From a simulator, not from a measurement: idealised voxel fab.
The process module presented herein is designated voxel transistor to metal.
Section shown: cut. Width: 165 nm. Cell size: 5 nm, square.
Throughout this document, each cross-section is represented as a grid of square cells and is presented as a sequence of bands enumerated from the top downward, where a band comprises one or more rows of cells.
In this notation a band is specified by the heights of its top and bottom, in that order and in nm, after which its materials appear from left to right, each paired with its width in nm. The word "edge to edge" attached to a single material means that material fills the band from edge to edge; the word "empty" stands for empty space.
Measure heights from 0. That's the level where, below it, the as-received wafer is all one material. The lowest band is bottomless and extends downward; write it as in "top 0, no bottom".
You'd read "30->40" like this: the band's top row of cells is as wide as the first number, its bottom row is as wide as the second, and going down, every row changes width by the same amount as the row before did.
It should be understood that the words "nothing changed", when stated for a given step, signify that the cross-section underwent no change in any of its cells during that step.
Each empty space that has no open way to the top and spans at least 8 cells appears under "Enclosed void catalog" as width x height at distance, the distance counted from the left edge, all in nm.
That trailing text on a step's line, after the settings, is the simulator's own remark on the step.
overlay nm: right-of-plan distance of the mask on a masked step; negative values mean left-of-plan.
Below you will find pairs of cross-sections. In each, one shows the wafer before one process step and the other after it, with the after view ending at the lowest band that changed. Under each pair is the step separating them, along with its settings. Do not assume the pairs form a chain: they can come from different runs of this module on the same starting wafer, and a pair continues from the pair above it only when its "Snapshot before" entry says so.

### Snapshot before
- top 0, no bottom: Si edge to edge
- Enclosed void catalog: none

### Post-Process View
- top 5, bottom 0: SiO2 edge to edge
- Everything under 0 stays put, no change at all.
- Enclosed void catalog: none
The process step separating the two cross-sections depicted above is as follows: CONFORMAL_DEP: material SiO2, thk nm 5

Snapshot before: after-step cross-section of the pair just above applies.

### Post-Process View
- top 20, bottom 5: SiN edge to edge
- Everything under 5 stays put, no change at all.
- Enclosed void catalog: none
The process step separating the two cross-sections depicted above is as follows: CONFORMAL_DEP: material SiN, thk nm 15

Snapshot before: after-step cross-section of the pair just above applies.

### Post-Process View
- top 20, bottom 5: 25 nm empty; 115 nm SiN; 25 nm empty
- Everything under 5 stays put, no change at all.
- Enclosed void catalog: none
The process step separating the two cross-sections depicted above is as follows: MASKED_ETCH: tone cover, mask id ACTIVE, width nm 115, etch materials SiN, depth nm 15, overlay nm 0

Snapshot before: after-step cross-section of the pair just above applies.

### Post-Process View
- top 20, bottom 5: 25 nm empty; 115 nm SiN; 25 nm empty
- top 5, bottom 0: 25 nm empty; 115 nm SiO2; 25 nm empty
- Everything under 0 stays put, no change at all.
- Enclosed void catalog: none
The process step separating the two cross-sections depicted above is as follows: MASKED_ETCH: tone cover, mask id ACTIVE, width nm 115, etch materials SiO2, depth nm 5, overlay nm 0

Snapshot before: after-step cross-section of the pair just above applies.

### Post-Process View
- top 20, bottom 5: 25 nm empty; 115 nm SiN; 25 nm empty
- top 5, bottom 0: 25 nm empty; 115 nm SiO2; 25 nm empty
- top 0, bottom -20: 25 nm empty; 115 nm Si; 25 nm empty
- Everything under -20 stays put, no change at all.
- Enclosed void catalog: none
The process step separating the two cross-sections depicted above is as follows: MASKED_ETCH: tone cover, mask id ACTIVE, width nm 115, etch materials Si, depth nm 20, overlay nm 0

Snapshot before: after-step cross-section of the pair just above applies.

### Post-Process View
- top 35, bottom 20: SiO2 edge to edge
- top 20, bottom 5: 25 nm SiO2; 115 nm SiN; 25 nm SiO2
- top 5, bottom 0: SiO2 edge to edge
- top 0, bottom -20: 25 nm SiO2; 115 nm Si; 25 nm SiO2
- Everything under -20 stays put, no change at all.
- Enclosed void catalog: none
The process step separating the two cross-sections depicted above is as follows: FILL_DEP: material SiO2, thk nm 15

Snapshot before: after-step cross-section of the pair just above applies.

### Post-Process View
- top 20, bottom 5: 25 nm SiO2; 115 nm SiN; 25 nm SiO2
- Everything under 5 stays put, no change at all.
- Enclosed void catalog: none
The process step separating the two cross-sections depicted above is as follows: CMP: height nm 20

Snapshot before: after-step cross-section of the pair just above applies.

### Post-Process View
- top 20, bottom 15: 25 nm empty; 115 nm SiN; 25 nm empty
- Everything under 15 stays put, no change at all.
- Enclosed void catalog: none
The process step separating the two cross-sections depicted above is as follows: SELECTIVE_ETCH: etch materials SiO2, depth nm 5

Snapshot before: after-step cross-section of the pair just above applies.

### Post-Process View
- top 15, bottom 5: 25 nm SiO2; 115 nm empty; 25 nm SiO2
- Everything under 5 stays put, no change at all.
- Enclosed void catalog: none
The process step separating the two cross-sections depicted above is as follows: STRIP: etch materials SiN

Snapshot before: after-step cross-section of the pair just above applies.

### Post-Process View
- top 10, bottom 0: 20 nm SiO2; 125 nm empty; 20 nm SiO2
- Everything under 0 stays put, no change at all.
- Enclosed void catalog: none
The process step separating the two cross-sections depicted above is as follows: SELECTIVE_ETCH: etch materials SiO2, depth nm 5

Snapshot before: after-step cross-section of the pair just above applies.

### Post-Process View
- top 10, bottom 0: 20 nm SiO2; 125 nm empty; 20 nm SiO2
- top 0, bottom -5: SiO2 edge to edge
- Everything under -5 stays put, no change at all.
- Enclosed void catalog: none
The process step separating the two cross-sections depicted above is as follows: OXIDIZE: depth nm 5

Snapshot before: after-step cross-section of the pair just above applies.

### Post-Process View
- top 35, bottom 25: 20 nm polySi; 125 nm empty; 20 nm polySi
- top 25, bottom 10: polySi edge to edge
- top 10, bottom 0: 20 nm SiO2; 125 nm polySi; 20 nm SiO2
- Everything under 0 stays put, no change at all.
- Enclosed void catalog: none
The process step separating the two cross-sections depicted above is as follows: DIRECTIONAL_DEP: material polySi, thk nm 25

Snapshot before: after-step cross-section of the pair just above applies.

### Post-Process View
- top 45, bottom 35: 20 nm SiCN; 125 nm empty; 20 nm SiCN
- top 35, bottom 25: 20 nm polySi; 125 nm SiCN; 20 nm polySi
- Everything under 25 stays put, no change at all.
- Enclosed void catalog: none
The process step separating the two cross-sections depicted above is as follows: DIRECTIONAL_DEP: material SiCN, thk nm 10

Snapshot before: after-step cross-section of the pair just above applies.

### Post-Process View
- top 35, bottom 25: 20 nm polySi; 55 nm empty; 15 nm SiCN; 55 nm empty; 20 nm polySi
- Everything under 25 stays put, no change at all.
- Enclosed void catalog: none
The process step separating the two cross-sections depicted above is as follows: MASKED_ETCH: tone cover, mask id GATE, width nm 15, etch materials SiCN, depth nm 20, overlay nm 0

Snapshot before: after-step cross-section of the pair just above applies.

### Post-Process View
- top 35, bottom 25: 75 nm empty; 15 nm SiCN; 75 nm empty
- top 25, bottom 10: 75 nm empty; 15 nm polySi; 75 nm empty
- top 10, bottom 0: 20 nm SiO2; 55 nm empty; 15 nm polySi; 55 nm empty; 20 nm SiO2
- Everything under 0 stays put, no change at all.
- Enclosed void catalog: none
The process step separating the two cross-sections depicted above is as follows: MASKED_ETCH: tone cover, mask id GATE, width nm 15, etch materials polySi, depth nm 35, overlay nm 0

Snapshot before: after-step cross-section of the pair just above applies.

### Post-Process View
- top 40, bottom 35: 70 nm empty; 25 nm SiO2; 70 nm empty
- top 35, bottom 25: 70 nm empty; 5 nm SiO2; 15 nm SiCN; 5 nm SiO2; 70 nm empty
- top 25, bottom 15: 70 nm empty; 5 nm SiO2; 15 nm polySi; 5 nm SiO2; 70 nm empty
- top 15, bottom 5: 25 nm SiO2; 45 nm empty; 5 nm SiO2; 15 nm polySi; 5 nm SiO2; 45 nm empty; 25 nm SiO2
- top 5, bottom 0: 75 nm SiO2; 15 nm polySi; 75 nm SiO2
- Everything under 0 stays put, no change at all.
- Enclosed void catalog: none
The process step separating the two cross-sections depicted above is as follows: CONFORMAL_DEP: material SiO2, thk nm 5

Snapshot before: after-step cross-section of the pair just above applies.

### Post-Process View
- top 35, bottom 25: 70 nm empty; 5 nm SiO2; 15 nm SiCN; 5 nm SiO2; 70 nm empty
- top 25, bottom 10: 70 nm empty; 5 nm SiO2; 15 nm polySi; 5 nm SiO2; 70 nm empty
- top 10, bottom 0: 25 nm SiO2; 45 nm empty; 5 nm SiO2; 15 nm polySi; 5 nm SiO2; 45 nm empty; 25 nm SiO2
- Everything under 0 stays put, no change at all.
- Enclosed void catalog: none
The process step separating the two cross-sections depicted above is as follows: DIRECTIONAL_ETCH: etch materials SiO2, depth nm 5

Snapshot before: after-step cross-section of the pair just above applies.

### Post-Process View
- top 45, bottom 35: 60 nm empty; 45 nm SiN; 60 nm empty
- top 35, bottom 25: 60 nm empty; 10 nm SiN; 5 nm SiO2; 15 nm SiCN; 5 nm SiO2; 10 nm SiN; 60 nm empty
- top 25, bottom 20: 60 nm empty; 10 nm SiN; 5 nm SiO2; 15 nm polySi; 5 nm SiO2; 10 nm SiN; 60 nm empty
- top 20, bottom 10: 35 nm SiN; 25 nm empty; 10 nm SiN; 5 nm SiO2; 15 nm polySi; 5 nm SiO2; 10 nm SiN; 25 nm empty; 35 nm SiN
- top 10, bottom 0: 25 nm SiO2; 45 nm SiN; 5 nm SiO2; 15 nm polySi; 5 nm SiO2; 45 nm SiN; 25 nm SiO2
- Everything under 0 stays put, no change at all.
- Enclosed void catalog: none
The process step separating the two cross-sections depicted above is as follows: CONFORMAL_DEP: material SiN, thk nm 10

Snapshot before: after-step cross-section of the pair just above applies.

### Post-Process View
- top 35, bottom 25: 60 nm empty; 10 nm SiN; 5 nm SiO2; 15 nm SiCN; 5 nm SiO2; 10 nm SiN; 60 nm empty
- top 25, bottom 10: 60 nm empty; 10 nm SiN; 5 nm SiO2; 15 nm polySi; 5 nm SiO2; 10 nm SiN; 60 nm empty
- top 10, bottom 0: 25 nm SiO2; 10 nm SiN; 25 nm empty; 10 nm SiN; 5 nm SiO2; 15 nm polySi; 5 nm SiO2; 10 nm SiN; 25 nm empty; 10 nm SiN; 25 nm SiO2
- Everything under 0 stays put, no change at all.
- Enclosed void catalog: none
The process step separating the two cross-sections depicted above is as follows: DIRECTIONAL_ETCH: etch materials SiN, depth nm 10

Snapshot before: after-step cross-section of the pair just above applies.

### Post-Process View
- top 35, bottom 30: 60 nm empty; 10 nm SiN; 5 nm empty; 15 nm SiCN; 5 nm empty; 10 nm SiN; 60 nm empty
- top 30, bottom 25: 60 nm empty; 10 nm SiN; 5 nm SiO2; 15 nm SiCN; 5 nm SiO2; 10 nm SiN; 60 nm empty
- top 25, bottom 10: 60 nm empty; 10 nm SiN; 5 nm SiO2; 15 nm polySi; 5 nm SiO2; 10 nm SiN; 60 nm empty
- top 10, bottom 5: 25 nm empty; 10 nm SiN; 25 nm empty; 10 nm SiN; 5 nm SiO2; 15 nm polySi; 5 nm SiO2; 10 nm SiN; 25 nm empty; 10 nm SiN; 25 nm empty
- top 5, bottom 0: 25 nm SiO2; 10 nm SiN; 25 nm empty; 10 nm SiN; 5 nm SiO2; 15 nm polySi; 5 nm SiO2; 10 nm SiN; 25 nm empty; 10 nm SiN; 25 nm SiO2
- top 0, bottom -5: 35 nm SiO2; 25 nm empty; 45 nm SiO2; 25 nm empty; 35 nm SiO2
- Everything under -5 stays put, no change at all.
- Enclosed void catalog: none
The process step separating the two cross-sections depicted above is as follows: DIRECTIONAL_ETCH: etch materials SiO2, depth nm 5

Snapshot before: after-step cross-section of the pair just above applies.

### Post-Process View
- top 35, bottom 30: 60 nm empty; 10 nm SiN; 5 nm empty; 15 nm SiCN; 5 nm empty; 10 nm SiN; 60 nm empty
- top 30, bottom 25: 60 nm empty; 10 nm SiN; 5 nm SiO2; 15 nm SiCN; 5 nm SiO2; 10 nm SiN; 60 nm empty
- top 25, bottom 10: 60 nm empty; 10 nm SiN; 5 nm SiO2; 15 nm polySi; 5 nm SiO2; 10 nm SiN; 60 nm empty
- top 10, bottom 5: 25 nm empty; 10 nm SiN; 25 nm empty; 10 nm SiN; 5 nm SiO2; 15 nm polySi; 5 nm SiO2; 10 nm SiN; 25 nm empty; 10 nm SiN; 25 nm empty
- top 5, bottom 0: 25 nm SiO2; 10 nm SiN; 25 nm empty; 10 nm SiN; 5 nm SiO2; 15 nm polySi; 5 nm SiO2; 10 nm SiN; 25 nm empty; 10 nm SiN; 25 nm SiO2
- top 0, bottom -5: 35 nm SiO2; 25 nm empty; 45 nm SiO2; 25 nm empty; 35 nm SiO2
- top -5, bottom -10: 25 nm SiO2; 10 nm Si; 25 nm empty; 45 nm Si; 25 nm empty; 10 nm Si; 25 nm SiO2
- Everything under -10 stays put, no change at all.
- Enclosed void catalog: none
The process step separating the two cross-sections depicted above is as follows: DIRECTIONAL_ETCH: etch materials Si, depth nm 5

Snapshot before: after-step cross-section of the pair just above applies.

### Post-Process View
- top 35, bottom 30: 60 nm empty; 10 nm SiN; 5 nm empty; 15 nm SiCN; 5 nm empty; 10 nm SiN; 60 nm empty
- top 30, bottom 25: 60 nm empty; 10 nm SiN; 5 nm SiO2; 15 nm SiCN; 5 nm SiO2; 10 nm SiN; 60 nm empty
- top 25, bottom 10: 60 nm empty; 10 nm SiN; 5 nm SiO2; 15 nm polySi; 5 nm SiO2; 10 nm SiN; 60 nm empty
- top 10, bottom 5: 25 nm empty; 10 nm SiN; 25 nm empty; 10 nm SiN; 5 nm SiO2; 15 nm polySi; 5 nm SiO2; 10 nm SiN; 25 nm empty; 10 nm SiN; 25 nm empty
- top 5, bottom 0: 25 nm SiO2; 10 nm SiN; 10 nm nSi; 5 nm empty; 10 nm nSi; 10 nm SiN; 5 nm SiO2; 15 nm polySi; 5 nm SiO2; 10 nm SiN; 10 nm nSi; 5 nm empty; 10 nm nSi; 10 nm SiN; 25 nm SiO2
- top 0, bottom -5: 35 nm SiO2; 25 nm nSi; 45 nm SiO2; 25 nm nSi; 35 nm SiO2
- top -5, bottom -10: 25 nm SiO2; 10 nm Si; 25 nm nSi; 45 nm Si; 25 nm nSi; 10 nm Si; 25 nm SiO2
- Everything under -10 stays put, no change at all.
- Enclosed void catalog: none
The process step separating the two cross-sections depicted above is as follows: EPI: material nSi, thk nm 10

Snapshot before: after-step cross-section of the pair just above applies.

### Post-Process View
- top 45, bottom 35: SiO2 edge to edge
- top 35, bottom 25: 60 nm SiO2; 10 nm SiN; 5 nm SiO2; 15 nm SiCN; 5 nm SiO2; 10 nm SiN; 60 nm SiO2
- top 25, bottom 10: 60 nm SiO2; 10 nm SiN; 5 nm SiO2; 15 nm polySi; 5 nm SiO2; 10 nm SiN; 60 nm SiO2
- top 10, bottom 5: 25 nm SiO2; 10 nm SiN; 25 nm SiO2; 10 nm SiN; 5 nm SiO2; 15 nm polySi; 5 nm SiO2; 10 nm SiN; 25 nm SiO2; 10 nm SiN; 25 nm SiO2
- top 5, bottom 0: 25 nm SiO2; 10 nm SiN; 10 nm nSi; 5 nm SiO2; 10 nm nSi; 10 nm SiN; 5 nm SiO2; 15 nm polySi; 5 nm SiO2; 10 nm SiN; 10 nm nSi; 5 nm SiO2; 10 nm nSi; 10 nm SiN; 25 nm SiO2
- Everything under 0 stays put, no change at all.
- Enclosed void catalog: none
The process step separating the two cross-sections depicted above is as follows: FILL_DEP: material SiO2, thk nm 10

Snapshot before: after-step cross-section of the pair just above applies.

### Post-Process View
- top 35, bottom 25: 60 nm SiO2; 10 nm SiN; 5 nm SiO2; 15 nm SiCN; 5 nm SiO2; 10 nm SiN; 60 nm SiO2
- Everything under 25 stays put, no change at all.
- Enclosed void catalog: none
The process step separating the two cross-sections depicted above is as follows: CMP: height nm 35

Snapshot before: after-step cross-section of the pair just above applies.

### Post-Process View
- top 50, bottom 35: SiO2 edge to edge
- Everything under 35 stays put, no change at all.
- Enclosed void catalog: none
The process step separating the two cross-sections depicted above is as follows: DIRECTIONAL_DEP: material SiO2, thk nm 15

Snapshot before: after-step cross-section of the pair just above applies.

### Post-Process View
- top 70, bottom 50: 35 nm resist; 20 nm empty; 55 nm resist; 20 nm empty; 35 nm resist
- Everything under 50 stays put, no change at all.
- Enclosed void catalog: none
The process step separating the two cross-sections depicted above is as follows: PATTERN: tone open, mask id CONTACT, material resist, width nm 20, pitch nm 75, thk nm 20, overlay nm 0

Snapshot before: after-step cross-section of the pair just above applies.

### Post-Process View
- top 70, bottom 50: 35 nm resist; 20 nm empty; 55 nm resist; 20 nm empty; 35 nm resist
- top 50, bottom 35: 35 nm SiO2; 20 nm empty; 55 nm SiO2; 20 nm empty; 35 nm SiO2
- top 35, bottom 25: 35 nm SiO2; 20 nm empty; 5 nm SiO2; 10 nm SiN; 5 nm SiO2; 15 nm SiCN; 5 nm SiO2; 10 nm SiN; 5 nm SiO2; 20 nm empty; 35 nm SiO2
- top 25, bottom 10: 35 nm SiO2; 20 nm empty; 5 nm SiO2; 10 nm SiN; 5 nm SiO2; 15 nm polySi; 5 nm SiO2; 10 nm SiN; 5 nm SiO2; 20 nm empty; 35 nm SiO2
- top 10, bottom 5: 25 nm SiO2; 10 nm SiN; 20 nm empty; 5 nm SiO2; 10 nm SiN; 5 nm SiO2; 15 nm polySi; 5 nm SiO2; 10 nm SiN; 5 nm SiO2; 20 nm empty; 10 nm SiN; 25 nm SiO2
- top 5, bottom 0: 25 nm SiO2; 10 nm SiN; 10 nm nSi; 5 nm empty; 10 nm nSi; 10 nm SiN; 5 nm SiO2; 15 nm polySi; 5 nm SiO2; 10 nm SiN; 10 nm nSi; 5 nm empty; 10 nm nSi; 10 nm SiN; 25 nm SiO2
- Everything under 0 stays put, no change at all.
- Enclosed void catalog: none
The process step separating the two cross-sections depicted above is as follows: DIRECTIONAL_ETCH: etch materials SiO2, depth nm 50

Snapshot before: after-step cross-section of the pair just above applies.

### Post-Process View
- top 50, bottom 35: 35 nm SiO2; 20 nm empty; 55 nm SiO2; 20 nm empty; 35 nm SiO2
- Everything under 35 stays put, no change at all.
- Enclosed void catalog: none
The process step separating the two cross-sections depicted above is as follows: STRIP: etch materials resist

Snapshot before: after-step cross-section of the pair just above applies.

### Post-Process View
- top 55, bottom 50: 40 nm TiN; 10 nm empty; 65 nm TiN; 10 nm empty; 40 nm TiN
- top 50, bottom 35: 35 nm SiO2; 5 nm TiN; 10 nm empty; 5 nm TiN; 55 nm SiO2; 5 nm TiN; 10 nm empty; 5 nm TiN; 35 nm SiO2
- top 35, bottom 25: 35 nm SiO2; 5 nm TiN; 10 nm empty; 5 nm TiN; 5 nm SiO2; 10 nm SiN; 5 nm SiO2; 15 nm SiCN; 5 nm SiO2; 10 nm SiN; 5 nm SiO2; 5 nm TiN; 10 nm empty; 5 nm TiN; 35 nm SiO2
- top 25, bottom 10: 35 nm SiO2; 5 nm TiN; 10 nm empty; 5 nm TiN; 5 nm SiO2; 10 nm SiN; 5 nm SiO2; 15 nm polySi; 5 nm SiO2; 10 nm SiN; 5 nm SiO2; 5 nm TiN; 10 nm empty; 5 nm TiN; 35 nm SiO2
- top 10, bottom 5: 25 nm SiO2; 10 nm SiN; 20 nm TiN; 5 nm SiO2; 10 nm SiN; 5 nm SiO2; 15 nm polySi; 5 nm SiO2; 10 nm SiN; 5 nm SiO2; 20 nm TiN; 10 nm SiN; 25 nm SiO2
- top 5, bottom 0: 25 nm SiO2; 10 nm SiN; 10 nm nSi; 5 nm TiN; 10 nm nSi; 10 nm SiN; 5 nm SiO2; 15 nm polySi; 5 nm SiO2; 10 nm SiN; 10 nm nSi; 5 nm TiN; 10 nm nSi; 10 nm SiN; 25 nm SiO2
- Everything under 0 stays put, no change at all.
- Enclosed void catalog: none
The process step separating the two cross-sections depicted above is as follows: CONFORMAL_DEP: material TiN, thk nm 5

Snapshot before: after-step cross-section of the pair just above applies.

### Post-Process View
- top 65, bottom 55: Ru edge to edge
- top 55, bottom 50: 40 nm TiN; 10 nm Ru; 65 nm TiN; 10 nm Ru; 40 nm TiN
- top 50, bottom 35: 35 nm SiO2; 5 nm TiN; 10 nm Ru; 5 nm TiN; 55 nm SiO2; 5 nm TiN; 10 nm Ru; 5 nm TiN; 35 nm SiO2
- top 35, bottom 25: 35 nm SiO2; 5 nm TiN; 10 nm Ru; 5 nm TiN; 5 nm SiO2; 10 nm SiN; 5 nm SiO2; 15 nm SiCN; 5 nm SiO2; 10 nm SiN; 5 nm SiO2; 5 nm TiN; 10 nm Ru; 5 nm TiN; 35 nm SiO2
- top 25, bottom 10: 35 nm SiO2; 5 nm TiN; 10 nm Ru; 5 nm TiN; 5 nm SiO2; 10 nm SiN; 5 nm SiO2; 15 nm polySi; 5 nm SiO2; 10 nm SiN; 5 nm SiO2; 5 nm TiN; 10 nm Ru; 5 nm TiN; 35 nm SiO2
- Everything under 10 stays put, no change at all.
- Enclosed void catalog: none
The process step separating the two cross-sections depicted above is as follows: FILL_DEP: material Ru, thk nm 10

Snapshot before: after-step cross-section of the pair just above applies.

### Post-Process View
- top 50, bottom 35: 35 nm SiO2; 5 nm TiN; 10 nm Ru; 5 nm TiN; 55 nm SiO2; 5 nm TiN; 10 nm Ru; 5 nm TiN; 35 nm SiO2
- Everything under 35 stays put, no change at all.
- Enclosed void catalog: none
The process step separating the two cross-sections depicted above is as follows: CMP: height nm 50

Snapshot before: after-step cross-section of the pair just above applies.

### Post-Process View
- top 55, bottom 50: SiN edge to edge
- Everything under 50 stays put, no change at all.
- Enclosed void catalog: none
The process step separating the two cross-sections depicted above is as follows: CONFORMAL_DEP: material SiN, thk nm 5

Snapshot before: after-step cross-section of the pair just above applies.

### Post-Process View
- top 70, bottom 55: lowk edge to edge
- Everything under 55 stays put, no change at all.
- Enclosed void catalog: none
The process step separating the two cross-sections depicted above is as follows: DIRECTIONAL_DEP: material lowk, thk nm 15

Snapshot before: after-step cross-section of the pair just above applies.

### Post-Process View
- top 85, bottom 70: 35 nm resist; 20 nm empty; 55 nm resist; 20 nm empty; 35 nm resist
- Everything under 70 stays put, no change at all.
- Enclosed void catalog: none
The process step separating the two cross-sections depicted above is as follows: PATTERN: tone open, mask id METAL_1, material resist, width nm 20, pitch nm 75, thk nm 15, overlay nm 0

Snapshot before: after-step cross-section of the pair just above applies.

### Post-Process View
- top 85, bottom 70: 35 nm resist; 20 nm empty; 55 nm resist; 20 nm empty; 35 nm resist
- top 70, bottom 55: 35 nm lowk; 20 nm empty; 55 nm lowk; 20 nm empty; 35 nm lowk
- Everything under 55 stays put, no change at all.
- Enclosed void catalog: none
The process step separating the two cross-sections depicted above is as follows: DIRECTIONAL_ETCH: etch materials lowk, depth nm 15

Snapshot before: after-step cross-section of the pair just above applies.

### Post-Process View
- top 85, bottom 70: 35 nm resist; 20 nm empty; 55 nm resist; 20 nm empty; 35 nm resist
- top 70, bottom 55: 35 nm lowk; 20 nm empty; 55 nm lowk; 20 nm empty; 35 nm lowk
- top 55, bottom 50: 35 nm SiN; 20 nm empty; 55 nm SiN; 20 nm empty; 35 nm SiN
- Everything under 50 stays put, no change at all.
- Enclosed void catalog: none
The process step separating the two cross-sections depicted above is as follows: DIRECTIONAL_ETCH: etch materials SiN, depth nm 5

Snapshot before: after-step cross-section of the pair just above applies.

### Post-Process View
- top 70, bottom 55: 35 nm lowk; 20 nm empty; 55 nm lowk; 20 nm empty; 35 nm lowk
- Everything under 55 stays put, no change at all.
- Enclosed void catalog: none
The process step separating the two cross-sections depicted above is as follows: STRIP: etch materials resist

Snapshot before: after-step cross-section of the pair just above applies.

### Post-Process View
- top 75, bottom 70: 40 nm TiN; 10 nm empty; 65 nm TiN; 10 nm empty; 40 nm TiN
- top 70, bottom 55: 35 nm lowk; 5 nm TiN; 10 nm empty; 5 nm TiN; 55 nm lowk; 5 nm TiN; 10 nm empty; 5 nm TiN; 35 nm lowk
- top 55, bottom 50: 35 nm SiN; 20 nm TiN; 55 nm SiN; 20 nm TiN; 35 nm SiN
- Everything under 50 stays put, no change at all.
- Enclosed void catalog: none
The process step separating the two cross-sections depicted above is as follows: CONFORMAL_DEP: material TiN, thk nm 5

Snapshot before: after-step cross-section of the pair just above applies.

### Post-Process View
- top 80, bottom 75: Ru edge to edge
- top 75, bottom 70: 40 nm TiN; 10 nm Ru; 65 nm TiN; 10 nm Ru; 40 nm TiN
- top 70, bottom 55: 35 nm lowk; 5 nm TiN; 10 nm Ru; 5 nm TiN; 55 nm lowk; 5 nm TiN; 10 nm Ru; 5 nm TiN; 35 nm lowk
- Everything under 55 stays put, no change at all.
- Enclosed void catalog: none
The process step separating the two cross-sections depicted above is as follows: FILL_DEP: material Ru, thk nm 5

Snapshot before: after-step cross-section of the pair just above applies.

### Post-Process View
- top 70, bottom 55: 35 nm lowk; 5 nm TiN; 10 nm Ru; 5 nm TiN; 55 nm lowk; 5 nm TiN; 10 nm Ru; 5 nm TiN; 35 nm lowk
- Everything under 55 stays put, no change at all.
- Enclosed void catalog: none
The process step separating the two cross-sections depicted above is as follows: CMP: height nm 70

Snapshot before: after-step cross-section of the pair just above applies.

### Post-Process View
- top 75, bottom 70: SiCN edge to edge
- Everything under 70 stays put, no change at all.
- Enclosed void catalog: none
The process step separating the two cross-sections depicted above is as follows: CONFORMAL_DEP: material SiCN, thk nm 5

Snapshot before: after-step cross-section of the pair just above applies.

### Post-Process View
- top 100, bottom 75: lowk edge to edge
- Everything under 75 stays put, no change at all.
- Enclosed void catalog: none
The process step separating the two cross-sections depicted above is as follows: DIRECTIONAL_DEP: material lowk, thk nm 25

Snapshot before: after-step cross-section of the pair just above applies.

### Post-Process View
- top 100, bottom 75: 35 nm lowk; 15 nm empty; 60 nm lowk; 15 nm empty; 40 nm lowk
- Everything under 75 stays put, no change at all.
- Enclosed void catalog: none
The process step separating the two cross-sections depicted above is as follows: MASKED_ETCH: tone open, mask id METAL_2_HOLES, width nm 15, pitch nm 75, etch materials lowk, depth nm 25, overlay nm 0

Snapshot before: after-step cross-section of the pair just above applies.

### Post-Process View
- top 110, bottom 100: 35 nm aC; 15 nm empty; 60 nm aC; 15 nm empty; 40 nm aC
- top 100, bottom 85: 35 nm lowk; 15 nm empty; 60 nm lowk; 15 nm empty; 40 nm lowk
- top 85, bottom 75: 35 nm lowk; 15 nm aC; 60 nm lowk; 15 nm aC; 40 nm lowk
- Everything under 75 stays put, no change at all.
- Enclosed void catalog: none
The process step separating the two cross-sections depicted above is as follows: DIRECTIONAL_DEP: material aC, thk nm 10

Snapshot before: after-step cross-section of the pair just above applies.

### Post-Process View
- top 135, bottom 110: 35 nm resist; 20 nm empty; 55 nm resist; 20 nm empty; 35 nm resist
- Everything under 110 stays put, no change at all.
- Enclosed void catalog: none
The process step separating the two cross-sections depicted above is as follows: PATTERN: tone open, mask id METAL_2, material resist, width nm 20, pitch nm 75, thk nm 25, overlay nm 0

Snapshot before: after-step cross-section of the pair just above applies.

### Post-Process View
- top 125, bottom 110: 35 nm resist; 20 nm empty; 55 nm resist; 20 nm empty; 35 nm resist
- top 110, bottom 100: 35 nm aC; 20 nm empty; 55 nm aC; 20 nm empty; 35 nm aC
- top 100, bottom 75: 35 nm lowk; 15 nm empty; 60 nm lowk; 15 nm empty; 40 nm lowk
- Everything under 75 stays put, no change at all.
- Enclosed void catalog: none
The process step separating the two cross-sections depicted above is as follows: DIRECTIONAL_ETCH: etch materials aC, depth nm 10

Snapshot before: after-step cross-section of the pair just above applies.

### Post-Process View
- top 110, bottom 100: 35 nm aC; 20 nm empty; 55 nm aC; 20 nm empty; 35 nm aC
- Everything under 100 stays put, no change at all.
- Enclosed void catalog: none
The process step separating the two cross-sections depicted above is as follows: STRIP: etch materials resist

Snapshot before: after-step cross-section of the pair just above applies.

### Post-Process View
- top 110, bottom 100: 35 nm aC; 20 nm empty; 55 nm aC; 20 nm empty; 35 nm aC
- top 100, bottom 85: 35 nm lowk; 20 nm empty; 55 nm lowk; 20 nm empty; 35 nm lowk
- Everything under 85 stays put, no change at all.
- Enclosed void catalog: none
The process step separating the two cross-sections depicted above is as follows: DIRECTIONAL_ETCH: etch materials lowk, depth nm 15

Snapshot before: after-step cross-section of the pair just above applies.

### Post-Process View
- top 110, bottom 100: 35 nm aC; 20 nm empty; 55 nm aC; 20 nm empty; 35 nm aC
- top 100, bottom 85: 35 nm lowk; 20 nm empty; 55 nm lowk; 20 nm empty; 35 nm lowk
- top 85, bottom 75: 35 nm lowk; 15 nm empty; 60 nm lowk; 15 nm empty; 40 nm lowk
- top 75, bottom 70: 35 nm SiCN; 15 nm empty; 60 nm SiCN; 15 nm empty; 40 nm SiCN
- Everything under 70 stays put, no change at all.
- Enclosed void catalog: none
The process step separating the two cross-sections depicted above is as follows: DIRECTIONAL_ETCH: etch materials SiCN, depth nm 5

Snapshot before: after-step cross-section of the pair just above applies.

### Post-Process View
- top 100, bottom 85: 35 nm lowk; 20 nm empty; 55 nm lowk; 20 nm empty; 35 nm lowk
- Everything under 85 stays put, no change at all.
- Enclosed void catalog: none
The process step separating the two cross-sections depicted above is as follows: STRIP: etch materials aC

Snapshot before: after-step cross-section of the pair just above applies.

### Post-Process View
- top 105, bottom 100: 40 nm TiN; 10 nm empty; 65 nm TiN; 10 nm empty; 40 nm TiN
- top 100, bottom 90: 35 nm lowk; 5 nm TiN; 10 nm empty; 5 nm TiN; 55 nm lowk; 5 nm TiN; 10 nm empty; 5 nm TiN; 35 nm lowk
- top 90, bottom 85: 35 nm lowk; 5 nm TiN; 5 nm empty; 10 nm TiN; 55 nm lowk; 5 nm TiN; 5 nm empty; 10 nm TiN; 35 nm lowk
- top 85, bottom 75: 35 nm lowk; 5 nm TiN; 5 nm empty; 5 nm TiN; 60 nm lowk; 5 nm TiN; 5 nm empty; 5 nm TiN; 40 nm lowk
- top 75, bottom 70: 35 nm SiCN; 15 nm TiN; 60 nm SiCN; 15 nm TiN; 40 nm SiCN
- Everything under 70 stays put, no change at all.
- Enclosed void catalog: none
The process step separating the two cross-sections depicted above is as follows: CONFORMAL_DEP: material TiN, thk nm 5
